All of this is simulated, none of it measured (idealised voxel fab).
The name of this process module is voxel wiring stack.
Section shown: cut. Width: 205 nm. Cell size: 5 nm, square.
In what follows, cross-sections appear as grids of square cells, described through bands that run from the top down, where every band is one or more rows of cells.
For a band, the entry starts with two heights in nm, that of the top and then that of the bottom, and carries on with the band's materials in order from left to right, each alongside its width in nm; the word "edge to edge" beside a single material means it fills the band edge to edge, and "air" means empty space.
Heights are reckoned from 0. Under this level, the received wafer is all of one material. The bottommost band is open-ended downward, for example "top 0, no bottom".
Note: "30 to 40" means the width goes from the first number (top row of the band) to the second number (bottom row) in equal steps per row of cells.
"nothing was modified" after a step means that no cell of the cross-section changed.
Basically, "Unvented cavities" tells you about the enclosed voids: empty spaces with no open way to the top, 8 cells or bigger, each written width x height at distance, where distance is from the left edge, all in nm.
Text after the settings on a step's line: the simulator's own remark on that step.
Regarding "overlay nm": on a step with a mask, it is the distance the mask lay to the right of its planned place; a negative value places it to the left.
-- plan
1. RECEIVE: material Si
2. CONFORMAL_DEP: material SiO2, thk nm 15
3. CONFORMAL_DEP: material SiCN, thk nm 5
4. DIRECTIONAL_DEP: material SiO2, thk nm 25
5. PATTERN: tone open, mask id METAL_1, material resist, width nm 30, pitch nm 45, thk nm 15, overlay nm 0
6. DIRECTIONAL_ETCH: etch materials SiO2, depth nm 25
7. DIRECTIONAL_ETCH: etch materials SiCN, depth nm 5
8. STRIP: etch materials resist
9. CONFORMAL_DEP: material TiN, thk nm 5
10. FILL_DEP: material Ru, thk nm 10
11. CMP: height nm 45
12. CONFORMAL_DEP: material SiCN, thk nm 5
13. DIRECTIONAL_DEP: material lowk, thk nm 15
14. DIRECTIONAL_DEP: material aC, thk nm 10
15. PATTERN: tone open, mask id PLUG_1, material resist, width nm 15, pitch nm 45, thk nm 25, overlay nm 0
16. DIRECTIONAL_ETCH: etch materials aC, depth nm 10
17. STRIP: etch materials resist
18. DIRECTIONAL_ETCH: etch materials lowk, depth nm 15
19. DIRECTIONAL_ETCH: etch materials SiCN, depth nm 5
20. STRIP: etch materials aC
21. EPI: material Ru, thk nm 10
22. EPI: material Ru, thk nm 10
23. DIRECTIONAL_DEP: material TiN, thk nm 5
24. DIRECTIONAL_DEP: material W, thk nm 15
25. DIRECTIONAL_DEP: material aC, thk nm 15
26. PATTERN: tone cover, mask id METAL_2, material resist, width nm 30, pitch nm 45, thk nm 30, overlay nm 0
27. DIRECTIONAL_ETCH: etch materials aC, depth nm 15
28. STRIP: etch materials resist
29. DIRECTIONAL_ETCH: etch materials W, depth nm 15
30. DIRECTIONAL_ETCH: etch materials TiN, depth nm 5
31. STRIP: etch materials aC
32. FILL_DEP: material SiO2, thk nm 5
33. CMP: height nm 85
34. CONFORMAL_DEP: material SiCN, thk nm 5
35. DIRECTIONAL_DEP: material lowk, thk nm 30
36. PATTERN: tone open, mask id METAL_3, material resist, width nm 30, pitch nm 45, thk nm 15, overlay nm 0
37. DIRECTIONAL_ETCH: etch materials lowk, depth nm 15
38. STRIP: etch materials resist
39. MASKED_ETCH: tone open, mask id METAL_3_HOLES, width nm 15, etch materials lowk, depth nm 15, overlay nm 0
40. MASKED_ETCH: tone open, mask id METAL_3_HOLES, width nm 15, etch materials SiCN, depth nm 5, overlay nm 0
41. CONFORMAL_DEP: material TiN, thk nm 5
42. FILL_DEP: material Cu, thk nm 10
43. CMP: height nm 120
44. CONFORMAL_DEP: material SiCN, thk nm 5
45. DIRECTIONAL_DEP: material lowk, thk nm 30
46. DIRECTIONAL_DEP: material aC, thk nm 10
47. PATTERN: tone open, mask id METAL_4, material resist, width nm 30, pitch nm 45, thk nm 30, overlay nm 0
48. DIRECTIONAL_ETCH: etch materials aC, depth nm 10
49. STRIP: etch materials resist
50. DIRECTIONAL_ETCH: etch materials lowk, depth nm 15
51. STRIP: etch materials aC
52. DIRECTIONAL_DEP: material aC, thk nm 10
53. PATTERN: tone open, mask id METAL_4_HOLES, material resist, width nm 15, thk nm 30, overlay nm 0
54. DIRECTIONAL_ETCH: etch materials aC, depth nm 10
55. STRIP: etch materials resist
56. DIRECTIONAL_ETCH: etch materials lowk, depth nm 15
57. DIRECTIONAL_ETCH: etch materials SiCN, depth nm 5
58. STRIP: etch materials aC
59. CONFORMAL_DEP: material TiN, thk nm 5
60. FILL_DEP: material Cu, thk nm 10
61. CMP: height nm 155
62. CONFORMAL_DEP: material SiCN, thk nm 5
-- Run as planned: first of two wafers
-- Wafer cross-section on receipt, i.e. after step 1
top 0, no bottom = Si edge to edge
Unvented cavities: none
-- After step 2, in cross-section
top 15, bottom 0 = SiO2 edge to edge
Below 0, the layers are the same as they were.
-- After step 3, in cross-section
top 20, bottom 15 = SiCN edge to edge
Below 15, the layers are the same as they were.
-- After step 4, in cross-section
top 45, bottom 20 = SiO2 edge to edge
Below 20, the layers are the same as they were.
-- After step 5, in cross-section
top 60, bottom 45 = 65 resist  30 air  15 resist  30 air  65 resist
Below 45, the layers are the same as they were.
-- After step 6, in cross-section
top 60, bottom 45 = 65 resist  30 air  15 resist  30 air  65 resist
top 45, bottom 20 = 65 SiO2  30 air  15 SiO2  30 air  65 SiO2
Below 20, the layers are the same as they were.
-- After step 7, in cross-section
top 60, bottom 45 = 65 resist  30 air  15 resist  30 air  65 resist
top 45, bottom 20 = 65 SiO2  30 air  15 SiO2  30 air  65 SiO2
top 20, bottom 15 = 65 SiCN  30 air  15 SiCN  30 air  65 SiCN
Below 15, the layers are the same as they were.
-- After step 8, in cross-section
top 45, bottom 20 = 65 SiO2  30 air  15 SiO2  30 air  65 SiO2
Below 20, the layers are the same as they were.
-- After step 9, in cross-section
top 50, bottom 45 = 70 TiN  20 air  25 TiN  20 air  70 TiN
top 45, bottom 20 = 65 SiO2  5 TiN  20 air  5 TiN  15 SiO2  5 TiN  20 air  5 TiN  65 SiO2
top 20, bottom 15 = 65 SiCN  30 TiN  15 SiCN  30 TiN  65 SiCN
Below 15, the layers are the same as they were.
-- After step 10, in cross-section
top 60, bottom 50 = Ru edge to edge
top 50, bottom 45 = 70 TiN  20 Ru  25 TiN  20 Ru  70 TiN
top 45, bottom 20 = 65 SiO2  5 TiN  20 Ru  5 TiN  15 SiO2  5 TiN  20 Ru  5 TiN  65 SiO2
Below 20, the layers are the same as they were.
-- After step 11, in cross-section
top 45, bottom 20 = 65 SiO2  5 TiN  20 Ru  5 TiN  15 SiO2  5 TiN  20 Ru  5 TiN  65 SiO2
Below 20, the layers are the same as they were.
-- After step 12, in cross-section
top 50, bottom 45 = SiCN edge to edge
Below 45, the layers are the same as they were.
-- After step 13, in cross-section
top 65, bottom 50 = lowk edge to edge
Below 50, the layers are the same as they were.
-- After step 14, in cross-section
top 75, bottom 65 = aC edge to edge
Below 65, the layers are the same as they were.
-- After step 15, in cross-section
top 100, bottom 75 = 65 resist  15 air  30 resist  15 air  80 resist
Below 75, the layers are the same as they were.
-- After step 16, in cross-section
top 90, bottom 75 = 65 resist  15 air  30 resist  15 air  80 resist
top 75, bottom 65 = 65 aC  15 air  30 aC  15 air  80 aC
Below 65, the layers are the same as they were.
-- After step 17, in cross-section
top 75, bottom 65 = 65 aC  15 air  30 aC  15 air  80 aC
Below 65, the layers are the same as they were.
-- After step 18, in cross-section
top 75, bottom 65 = 65 aC  15 air  30 aC  15 air  80 aC
top 65, bottom 50 = 65 lowk  15 air  30 lowk  15 air  80 lowk
Below 50, the layers are the same as they were.
-- After step 19, in cross-section
top 75, bottom 65 = 65 aC  15 air  30 aC  15 air  80 aC
top 65, bottom 50 = 65 lowk  15 air  30 lowk  15 air  80 lowk
top 50, bottom 45 = 65 SiCN  15 air  30 SiCN  15 air  80 SiCN
Below 45, the layers are the same as they were.
-- After step 20, in cross-section
top 65, bottom 50 = 65 lowk  15 air  30 lowk  15 air  80 lowk
Below 50, the layers are the same as they were.
-- After step 21, in cross-section
top 65, bottom 55 = 65 lowk  15 air  30 lowk  15 air  80 lowk
top 55, bottom 50 = 65 lowk  15 Ru  30 lowk  15 Ru  80 lowk
top 50, bottom 45 = 65 SiCN  15 Ru  30 SiCN  15 Ru  80 SiCN
Below 45, the layers are the same as they were.
-- After step 22, in cross-section
top 65, bottom 50 = 65 lowk  15 Ru  30 lowk  15 Ru  80 lowk
Below 50, the layers are the same as they were.
-- After step 23, in cross-section
top 70, bottom 65 = TiN edge to edge
Below 65, the layers are the same as they were.
-- After step 24, in cross-section
top 85, bottom 70 = W edge to edge
Below 70, the layers are the same as they were.
-- After step 25, in cross-section
top 100, bottom 85 = aC edge to edge
Below 85, the layers are the same as they were.
-- After step 26, in cross-section
top 130, bottom 100 = 65 air  30 resist  15 air  30 resist  65 air
Below 100, the layers are the same as they were.
-- After step 27, in cross-section
top 115, bottom 100 = 65 air  30 resist  15 air  30 resist  65 air
top 100, bottom 85 = 65 air  30 aC  15 air  30 aC  65 air
Below 85, the layers are the same as they were.
-- After step 28, in cross-section
top 100, bottom 85 = 65 air  30 aC  15 air  30 aC  65 air
Below 85, the layers are the same as they were.
-- After step 29, in cross-section
top 100, bottom 85 = 65 air  30 aC  15 air  30 aC  65 air
top 85, bottom 70 = 65 air  30 W  15 air  30 W  65 air
Below 70, the layers are the same as they were.
-- After step 30, in cross-section
top 100, bottom 85 = 65 air  30 aC  15 air  30 aC  65 air
top 85, bottom 70 = 65 air  30 W  15 air  30 W  65 air
top 70, bottom 65 = 65 air  30 TiN  15 air  30 TiN  65 air
Below 65, the layers are the same as they were.
-- After step 31, in cross-section
top 85, bottom 70 = 65 air  30 W  15 air  30 W  65 air
Below 70, the layers are the same as they were.
-- After step 32, in cross-section
top 90, bottom 85 = SiO2 edge to edge
top 85, bottom 70 = 65 SiO2  30 W  15 SiO2  30 W  65 SiO2
top 70, bottom 65 = 65 SiO2  30 TiN  15 SiO2  30 TiN  65 SiO2
Below 65, the layers are the same as they were.
-- After step 33, in cross-section
top 85, bottom 70 = 65 SiO2  30 W  15 SiO2  30 W  65 SiO2
Below 70, the layers are the same as they were.
-- After step 34, in cross-section
top 90, bottom 85 = SiCN edge to edge
Below 85, the layers are the same as they were.
-- After step 35, in cross-section
top 120, bottom 90 = lowk edge to edge
Below 90, the layers are the same as they were.
-- After step 36, in cross-section
top 135, bottom 120 = 65 resist  30 air  15 resist  30 air  65 resist
Below 120, the layers are the same as they were.
-- After step 37, in cross-section
top 135, bottom 120 = 65 resist  30 air  15 resist  30 air  65 resist
top 120, bottom 105 = 65 lowk  30 air  15 lowk  30 air  65 lowk
Below 105, the layers are the same as they were.
-- After step 38, in cross-section
top 120, bottom 105 = 65 lowk  30 air  15 lowk  30 air  65 lowk
Below 105, the layers are the same as they were.
-- After step 39, in cross-section
top 120, bottom 105 = 65 lowk  30 air  15 lowk  30 air  65 lowk
top 105, bottom 90 = 65 lowk  15 air  125 lowk
Below 90, the layers are the same as they were.
-- After step 40, in cross-section
top 120, bottom 105 = 65 lowk  30 air  15 lowk  30 air  65 lowk
top 105, bottom 90 = 65 lowk  15 air  125 lowk
top 90, bottom 85 = 65 SiCN  15 air  125 SiCN
Below 85, the layers are the same as they were.
-- After step 41, in cross-section
top 125, bottom 120 = 70 TiN  20 air  25 TiN  20 air  70 TiN
top 120, bottom 110 = 65 lowk  5 TiN  20 air  5 TiN  15 lowk  5 TiN  20 air  5 TiN  65 lowk
top 110, bottom 105 = 65 lowk  5 TiN  5 air  20 TiN  15 lowk  30 TiN  65 lowk
top 105, bottom 90 = 65 lowk  5 TiN  5 air  5 TiN  125 lowk
top 90, bottom 85 = 65 SiCN  15 TiN  125 SiCN
Below 85, the layers are the same as they were.
-- After step 42, in cross-section
top 135, bottom 125 = Cu edge to edge
top 125, bottom 120 = 70 TiN  20 Cu  25 TiN  20 Cu  70 TiN
top 120, bottom 110 = 65 lowk  5 TiN  20 Cu  5 TiN  15 lowk  5 TiN  20 Cu  5 TiN  65 lowk
top 110, bottom 105 = 65 lowk  5 TiN  5 Cu  20 TiN  15 lowk  30 TiN  65 lowk
top 105, bottom 90 = 65 lowk  5 TiN  5 Cu  5 TiN  125 lowk
Below 90, the layers are the same as they were.
-- After step 43, in cross-section
top 120, bottom 110 = 65 lowk  5 TiN  20 Cu  5 TiN  15 lowk  5 TiN  20 Cu  5 TiN  65 lowk
Below 110, the layers are the same as they were.
-- After step 44, in cross-section
top 125, bottom 120 = SiCN edge to edge
Below 120, the layers are the same as they were.
-- After step 45, in cross-section
top 155, bottom 125 = lowk edge to edge
Below 125, the layers are the same as they were.
-- After step 46, in cross-section
top 165, bottom 155 = aC edge to edge
Below 155, the layers are the same as they were.
-- After step 47, in cross-section
top 195, bottom 165 = 65 resist  30 air  15 resist  30 air  65 resist
Below 165, the layers are the same as they were.
-- After step 48, in cross-section
top 185, bottom 165 = 65 resist  30 air  15 resist  30 air  65 resist
top 165, bottom 155 = 65 aC  30 air  15 aC  30 air  65 aC
Below 155, the layers are the same as they were.
-- After step 49, in cross-section
top 165, bottom 155 = 65 aC  30 air  15 aC  30 air  65 aC
Below 155, the layers are the same as they were.
-- After step 50, in cross-section
top 165, bottom 155 = 65 aC  30 air  15 aC  30 air  65 aC
top 155, bottom 140 = 65 lowk  30 air  15 lowk  30 air  65 lowk
Below 140, the layers are the same as they were.
-- After step 51, in cross-section
top 155, bottom 140 = 65 lowk  30 air  15 lowk  30 air  65 lowk
Below 140, the layers are the same as they were.
-- After step 52, in cross-section
top 165, bottom 155 = 65 aC  30 air  15 aC  30 air  65 aC
top 155, bottom 150 = 65 lowk  30 air  15 lowk  30 air  65 lowk
top 150, bottom 140 = 65 lowk  30 aC  15 lowk  30 aC  65 lowk
Below 140, the layers are the same as they were.
-- After step 53, in cross-section
top 195, bottom 165 = 65 resist  15 air  125 resist
top 165, bottom 155 = 65 aC  15 air  15 resist  15 aC  30 resist  65 aC
top 155, bottom 150 = 65 lowk  15 air  15 resist  15 lowk  30 resist  65 lowk
Below 150, the layers are the same as they were.
-- After step 54, in cross-section
top 185, bottom 165 = 65 resist  15 air  125 resist
top 165, bottom 155 = 65 aC  15 air  15 resist  15 aC  30 resist  65 aC
top 155, bottom 150 = 65 lowk  15 air  15 resist  15 lowk  30 resist  65 lowk
top 150, bottom 140 = 65 lowk  15 air  15 aC  15 lowk  30 aC  65 lowk
Below 140, the layers are the same as they were.
-- After step 55, in cross-section
top 165, bottom 155 = 65 aC  30 air  15 aC  30 air  65 aC
top 155, bottom 150 = 65 lowk  30 air  15 lowk  30 air  65 lowk
Below 150, the layers are the same as they were.
-- After step 56, in cross-section
top 165, bottom 155 = 65 aC  30 air  15 aC  30 air  65 aC
top 155, bottom 150 = 65 lowk  30 air  15 lowk  30 air  65 lowk
top 150, bottom 140 = 65 lowk  15 air  15 aC  15 lowk  30 aC  65 lowk
top 140, bottom 125 = 65 lowk  15 air  125 lowk
Below 125, the layers are the same as they were.
-- After step 57, in cross-section
top 165, bottom 155 = 65 aC  30 air  15 aC  30 air  65 aC
top 155, bottom 150 = 65 lowk  30 air  15 lowk  30 air  65 lowk
top 150, bottom 140 = 65 lowk  15 air  15 aC  15 lowk  30 aC  65 lowk
top 140, bottom 125 = 65 lowk  15 air  125 lowk
top 125, bottom 120 = 65 SiCN  15 air  125 SiCN
Below 120, the layers are the same as they were.
-- After step 58, in cross-section
top 155, bottom 140 = 65 lowk  30 air  15 lowk  30 air  65 lowk
Below 140, the layers are the same as they were.
-- After step 59, in cross-section
top 160, bottom 155 = 70 TiN  20 air  25 TiN  20 air  70 TiN
top 155, bottom 145 = 65 lowk  5 TiN  20 air  5 TiN  15 lowk  5 TiN  20 air  5 TiN  65 lowk
top 145, bottom 140 = 65 lowk  5 TiN  5 air  20 TiN  15 lowk  30 TiN  65 lowk
top 140, bottom 125 = 65 lowk  5 TiN  5 air  5 TiN  125 lowk
top 125, bottom 120 = 65 SiCN  15 TiN  125 SiCN
Below 120, the layers are the same as they were.
-- After step 60, in cross-section
top 170, bottom 160 = Cu edge to edge
top 160, bottom 155 = 70 TiN  20 Cu  25 TiN  20 Cu  70 TiN
top 155, bottom 145 = 65 lowk  5 TiN  20 Cu  5 TiN  15 lowk  5 TiN  20 Cu  5 TiN  65 lowk
top 145, bottom 140 = 65 lowk  5 TiN  5 Cu  20 TiN  15 lowk  30 TiN  65 lowk
top 140, bottom 125 = 65 lowk  5 TiN  5 Cu  5 TiN  125 lowk
Below 125, the layers are the same as they were.
-- After step 61, in cross-section
top 155, bottom 145 = 65 lowk  5 TiN  20 Cu  5 TiN  15 lowk  5 TiN  20 Cu  5 TiN  65 lowk
Below 145, the layers are the same as they were.
-- After step 62, in cross-section
top 160, bottom 155 = SiCN edge to edge
Below 155, the layers are the same as they were.
-- Second wafer. Start and plan as for the first. One mistake made in running. Agrees with the first up to and including step 1
-- Planned end of step 2: second wafer, cross-section
top 5, bottom 0 = SiCN edge to edge
Below 0, the layers are the same as they were.
-- Planned end of step 3: second wafer, cross-section
top 20, bottom 5 = SiO2 edge to edge
Below 5, the layers are the same as they were.
-- Planned end of step 4: second wafer, cross-section
top 45, bottom 5 = SiO2 edge to edge
Below 5, the layers are the same as they were.
-- Planned end of step 5: second wafer, cross-section
top 60, bottom 45 = 65 resist  30 air  15 resist  30 air  65 resist
Below 45, the layers are the same as they were.
-- Planned end of step 6: second wafer, cross-section
top 60, bottom 45 = 65 resist  30 air  15 resist  30 air  65 resist
top 45, bottom 20 = 65 SiO2  30 air  15 SiO2  30 air  65 SiO2
Below 20, the layers are the same as they were.
Planned end of step 7: second wafer, cross-section: nothing was modified
-- Planned end of step 8: second wafer, cross-section
top 45, bottom 20 = 65 SiO2  30 air  15 SiO2  30 air  65 SiO2
Below 20, the layers are the same as they were.
-- Planned end of step 9: second wafer, cross-section
top 50, bottom 45 = 70 TiN  20 air  25 TiN  20 air  70 TiN
top 45, bottom 25 = 65 SiO2  5 TiN  20 air  5 TiN  15 SiO2  5 TiN  20 air  5 TiN  65 SiO2
top 25, bottom 20 = 65 SiO2  30 TiN  15 SiO2  30 TiN  65 SiO2
Below 20, the layers are the same as they were.
-- Planned end of step 10: second wafer, cross-section
top 60, bottom 50 = Ru edge to edge
top 50, bottom 45 = 70 TiN  20 Ru  25 TiN  20 Ru  70 TiN
top 45, bottom 25 = 65 SiO2  5 TiN  20 Ru  5 TiN  15 SiO2  5 TiN  20 Ru  5 TiN  65 SiO2
Below 25, the layers are the same as they were.
-- Planned end of step 11: second wafer, cross-section
top 45, bottom 25 = 65 SiO2  5 TiN  20 Ru  5 TiN  15 SiO2  5 TiN  20 Ru  5 TiN  65 SiO2
Below 25, the layers are the same as they were.
-- Planned end of step 12: second wafer, cross-section
top 50, bottom 45 = SiCN edge to edge
Below 45, the layers are the same as they were.
-- Planned end of step 13: second wafer, cross-section
top 65, bottom 50 = lowk edge to edge
Below 50, the layers are the same as they were.
-- Planned end of step 14: second wafer, cross-section
top 75, bottom 65 = aC edge to edge
Below 65, the layers are the same as they were.
-- Planned end of step 15: second wafer, cross-section
top 100, bottom 75 = 65 resist  15 air  30 resist  15 air  80 resist
Below 75, the layers are the same as they were.
-- Planned end of step 16: second wafer, cross-section
top 90, bottom 75 = 65 resist  15 air  30 resist  15 air  80 resist
top 75, bottom 65 = 65 aC  15 air  30 aC  15 air  80 aC
Below 65, the layers are the same as they were.
-- Planned end of step 17: second wafer, cross-section
top 75, bottom 65 = 65 aC  15 air  30 aC  15 air  80 aC
Below 65, the layers are the same as they were.
-- Planned end of step 18: second wafer, cross-section
top 75, bottom 65 = 65 aC  15 air  30 aC  15 air  80 aC
top 65, bottom 50 = 65 lowk  15 air  30 lowk  15 air  80 lowk
Below 50, the layers are the same as they were.
-- Planned end of step 19: second wafer, cross-section
top 75, bottom 65 = 65 aC  15 air  30 aC  15 air  80 aC
top 65, bottom 50 = 65 lowk  15 air  30 lowk  15 air  80 lowk
top 50, bottom 45 = 65 SiCN  15 air  30 SiCN  15 air  80 SiCN
Below 45, the layers are the same as they were.
-- Planned end of step 20: second wafer, cross-section
top 65, bottom 50 = 65 lowk  15 air  30 lowk  15 air  80 lowk
Below 50, the layers are the same as they were.
-- Planned end of step 21: second wafer, cross-section
top 65, bottom 55 = 65 lowk  15 air  30 lowk  15 air  80 lowk
top 55, bottom 50 = 65 lowk  15 Ru  30 lowk  15 Ru  80 lowk
top 50, bottom 45 = 65 SiCN  15 Ru  30 SiCN  15 Ru  80 SiCN
Below 45, the layers are the same as they were.
-- Planned end of step 22: second wafer, cross-section
top 65, bottom 50 = 65 lowk  15 Ru  30 lowk  15 Ru  80 lowk
Below 50, the layers are the same as they were.
-- Planned end of step 23: second wafer, cross-section
top 70, bottom 65 = TiN edge to edge
Below 65, the layers are the same as they were.
-- Planned end of step 24: second wafer, cross-section
top 85, bottom 70 = W edge to edge
Below 70, the layers are the same as they were.
-- Planned end of step 25: second wafer, cross-section
top 100, bottom 85 = aC edge to edge
Below 85, the layers are the same as they were.
-- Planned end of step 26: second wafer, cross-section
top 130, bottom 100 = 65 air  30 resist  15 air  30 resist  65 air
Below 100, the layers are the same as they were.
-- Planned end of step 27: second wafer, cross-section
top 115, bottom 100 = 65 air  30 resist  15 air  30 resist  65 air
top 100, bottom 85 = 65 air  30 aC  15 air  30 aC  65 air
Below 85, the layers are the same as they were.
-- Planned end of step 28: second wafer, cross-section
top 100, bottom 85 = 65 air  30 aC  15 air  30 aC  65 air
Below 85, the layers are the same as they were.
-- Planned end of step 29: second wafer, cross-section
top 100, bottom 85 = 65 air  30 aC  15 air  30 aC  65 air
top 85, bottom 70 = 65 air  30 W  15 air  30 W  65 air
Below 70, the layers are the same as they were.
-- Planned end of step 30: second wafer, cross-section
top 100, bottom 85 = 65 air  30 aC  15 air  30 aC  65 air
top 85, bottom 70 = 65 air  30 W  15 air  30 W  65 air
top 70, bottom 65 = 65 air  30 TiN  15 air  30 TiN  65 air
Below 65, the layers are the same as they were.
-- Planned end of step 31: second wafer, cross-section
top 85, bottom 70 = 65 air  30 W  15 air  30 W  65 air
Below 70, the layers are the same as they were.
-- Planned end of step 32: second wafer, cross-section
top 90, bottom 85 = SiO2 edge to edge
top 85, bottom 70 = 65 SiO2  30 W  15 SiO2  30 W  65 SiO2
top 70, bottom 65 = 65 SiO2  30 TiN  15 SiO2  30 TiN  65 SiO2
Below 65, the layers are the same as they were.
-- Planned end of step 33: second wafer, cross-section
top 85, bottom 70 = 65 SiO2  30 W  15 SiO2  30 W  65 SiO2
Below 70, the layers are the same as they were.
-- Planned end of step 34: second wafer, cross-section
top 90, bottom 85 = SiCN edge to edge
Below 85, the layers are the same as they were.
-- Planned end of step 35: second wafer, cross-section
top 120, bottom 90 = lowk edge to edge
Below 90, the layers are the same as they were.
-- Planned end of step 36: second wafer, cross-section
top 135, bottom 120 = 65 resist  30 air  15 resist  30 air  65 resist
Below 120, the layers are the same as they were.
-- Planned end of step 37: second wafer, cross-section
top 135, bottom 120 = 65 resist  30 air  15 resist  30 air  65 resist
top 120, bottom 105 = 65 lowk  30 air  15 lowk  30 air  65 lowk
Below 105, the layers are the same as they were.
-- Planned end of step 38: second wafer, cross-section
top 120, bottom 105 = 65 lowk  30 air  15 lowk  30 air  65 lowk
Below 105, the layers are the same as they were.
-- Planned end of step 39: second wafer, cross-section
top 120, bottom 105 = 65 lowk  30 air  15 lowk  30 air  65 lowk
top 105, bottom 90 = 65 lowk  15 air  125 lowk
Below 90, the layers are the same as they were.
-- Planned end of step 40: second wafer, cross-section
top 120, bottom 105 = 65 lowk  30 air  15 lowk  30 air  65 lowk
top 105, bottom 90 = 65 lowk  15 air  125 lowk
top 90, bottom 85 = 65 SiCN  15 air  125 SiCN
Below 85, the layers are the same as they were.
-- Planned end of step 41: second wafer, cross-section
top 125, bottom 120 = 70 TiN  20 air  25 TiN  20 air  70 TiN
top 120, bottom 110 = 65 lowk  5 TiN  20 air  5 TiN  15 lowk  5 TiN  20 air  5 TiN  65 lowk
top 110, bottom 105 = 65 lowk  5 TiN  5 air  20 TiN  15 lowk  30 TiN  65 lowk
top 105, bottom 90 = 65 lowk  5 TiN  5 air  5 TiN  125 lowk
top 90, bottom 85 = 65 SiCN  15 TiN  125 SiCN
Below 85, the layers are the same as they were.
-- Planned end of step 42: second wafer, cross-section
top 135, bottom 125 = Cu edge to edge
top 125, bottom 120 = 70 TiN  20 Cu  25 TiN  20 Cu  70 TiN
top 120, bottom 110 = 65 lowk  5 TiN  20 Cu  5 TiN  15 lowk  5 TiN  20 Cu  5 TiN  65 lowk
top 110, bottom 105 = 65 lowk  5 TiN  5 Cu  20 TiN  15 lowk  30 TiN  65 lowk
top 105, bottom 90 = 65 lowk  5 TiN  5 Cu  5 TiN  125 lowk
Below 90, the layers are the same as they were.
-- Planned end of step 43: second wafer, cross-section
top 120, bottom 110 = 65 lowk  5 TiN  20 Cu  5 TiN  15 lowk  5 TiN  20 Cu  5 TiN  65 lowk
Below 110, the layers are the same as they were.
-- Planned end of step 44: second wafer, cross-section
top 125, bottom 120 = SiCN edge to edge
Below 120, the layers are the same as they were.
-- Planned end of step 45: second wafer, cross-section
top 155, bottom 125 = lowk edge to edge
Below 125, the layers are the same as they were.
-- Planned end of step 46: second wafer, cross-section
top 165, bottom 155 = aC edge to edge
Below 155, the layers are the same as they were.
-- Planned end of step 47: second wafer, cross-section
top 195, bottom 165 = 65 resist  30 air  15 resist  30 air  65 resist
Below 165, the layers are the same as they were.
-- Planned end of step 48: second wafer, cross-section
top 185, bottom 165 = 65 resist  30 air  15 resist  30 air  65 resist
top 165, bottom 155 = 65 aC  30 air  15 aC  30 air  65 aC
Below 155, the layers are the same as they were.
-- Planned end of step 49: second wafer, cross-section
top 165, bottom 155 = 65 aC  30 air  15 aC  30 air  65 aC
Below 155, the layers are the same as they were.
-- Planned end of step 50: second wafer, cross-section
top 165, bottom 155 = 65 aC  30 air  15 aC  30 air  65 aC
top 155, bottom 140 = 65 lowk  30 air  15 lowk  30 air  65 lowk
Below 140, the layers are the same as they were.
-- Planned end of step 51: second wafer, cross-section
top 155, bottom 140 = 65 lowk  30 air  15 lowk  30 air  65 lowk
Below 140, the layers are the same as they were.
-- Planned end of step 52: second wafer, cross-section
top 165, bottom 155 = 65 aC  30 air  15 aC  30 air  65 aC
top 155, bottom 150 = 65 lowk  30 air  15 lowk  30 air  65 lowk
top 150, bottom 140 = 65 lowk  30 aC  15 lowk  30 aC  65 lowk
Below 140, the layers are the same as they were.
-- Planned end of step 53: second wafer, cross-section
top 195, bottom 165 = 65 resist  15 air  125 resist
top 165, bottom 155 = 65 aC  15 air  15 resist  15 aC  30 resist  65 aC
top 155, bottom 150 = 65 lowk  15 air  15 resist  15 lowk  30 resist  65 lowk
Below 150, the layers are the same as they were.
-- Planned end of step 54: second wafer, cross-section
top 185, bottom 165 = 65 resist  15 air  125 resist
top 165, bottom 155 = 65 aC  15 air  15 resist  15 aC  30 resist  65 aC
top 155, bottom 150 = 65 lowk  15 air  15 resist  15 lowk  30 resist  65 lowk
top 150, bottom 140 = 65 lowk  15 air  15 aC  15 lowk  30 aC  65 lowk
Below 140, the layers are the same as they were.
-- Planned end of step 55: second wafer, cross-section
top 165, bottom 155 = 65 aC  30 air  15 aC  30 air  65 aC
top 155, bottom 150 = 65 lowk  30 air  15 lowk  30 air  65 lowk
Below 150, the layers are the same as they were.
-- Planned end of step 56: second wafer, cross-section
top 165, bottom 155 = 65 aC  30 air  15 aC  30 air  65 aC
top 155, bottom 150 = 65 lowk  30 air  15 lowk  30 air  65 lowk
top 150, bottom 140 = 65 lowk  15 air  15 aC  15 lowk  30 aC  65 lowk
top 140, bottom 125 = 65 lowk  15 air  125 lowk
Below 125, the layers are the same as they were.
-- Planned end of step 57: second wafer, cross-section
top 165, bottom 155 = 65 aC  30 air  15 aC  30 air  65 aC
top 155, bottom 150 = 65 lowk  30 air  15 lowk  30 air  65 lowk
top 150, bottom 140 = 65 lowk  15 air  15 aC  15 lowk  30 aC  65 lowk
top 140, bottom 125 = 65 lowk  15 air  125 lowk
top 125, bottom 120 = 65 SiCN  15 air  125 SiCN
Below 120, the layers are the same as they were.
-- Planned end of step 58: second wafer, cross-section
top 155, bottom 140 = 65 lowk  30 air  15 lowk  30 air  65 lowk
Below 140, the layers are the same as they were.
-- Planned end of step 59: second wafer, cross-section
top 160, bottom 155 = 70 TiN  20 air  25 TiN  20 air  70 TiN
top 155, bottom 145 = 65 lowk  5 TiN  20 air  5 TiN  15 lowk  5 TiN  20 air  5 TiN  65 lowk
top 145, bottom 140 = 65 lowk  5 TiN  5 air  20 TiN  15 lowk  30 TiN  65 lowk
top 140, bottom 125 = 65 lowk  5 TiN  5 air  5 TiN  125 lowk
top 125, bottom 120 = 65 SiCN  15 TiN  125 SiCN
Below 120, the layers are the same as they were.
-- Planned end of step 60: second wafer, cross-section
top 170, bottom 160 = Cu edge to edge
top 160, bottom 155 = 70 TiN  20 Cu  25 TiN  20 Cu  70 TiN
top 155, bottom 145 = 65 lowk  5 TiN  20 Cu  5 TiN  15 lowk  5 TiN  20 Cu  5 TiN  65 lowk
top 145, bottom 140 = 65 lowk  5 TiN  5 Cu  20 TiN  15 lowk  30 TiN  65 lowk
top 140, bottom 125 = 65 lowk  5 TiN  5 Cu  5 TiN  125 lowk
Below 125, the layers are the same as they were.
-- Planned end of step 61: second wafer, cross-section
top 155, bottom 145 = 65 lowk  5 TiN  20 Cu  5 TiN  15 lowk  5 TiN  20 Cu  5 TiN  65 lowk
Below 145, the layers are the same as they were.
-- Planned end of step 62: second wafer, cross-section
top 160, bottom 155 = SiCN edge to edge
Below 155, the layers are the same as they were.
Against the plan, the run slipped here: steps 2 and 3: order swapped relative to plan
It is noted that, at the conclusion of processing, the second wafer exhibits a higher or lower cell count for certain materials relative to the first: 8 fewer of Ru, 12 more of SiCN, 4 fewer of TiN
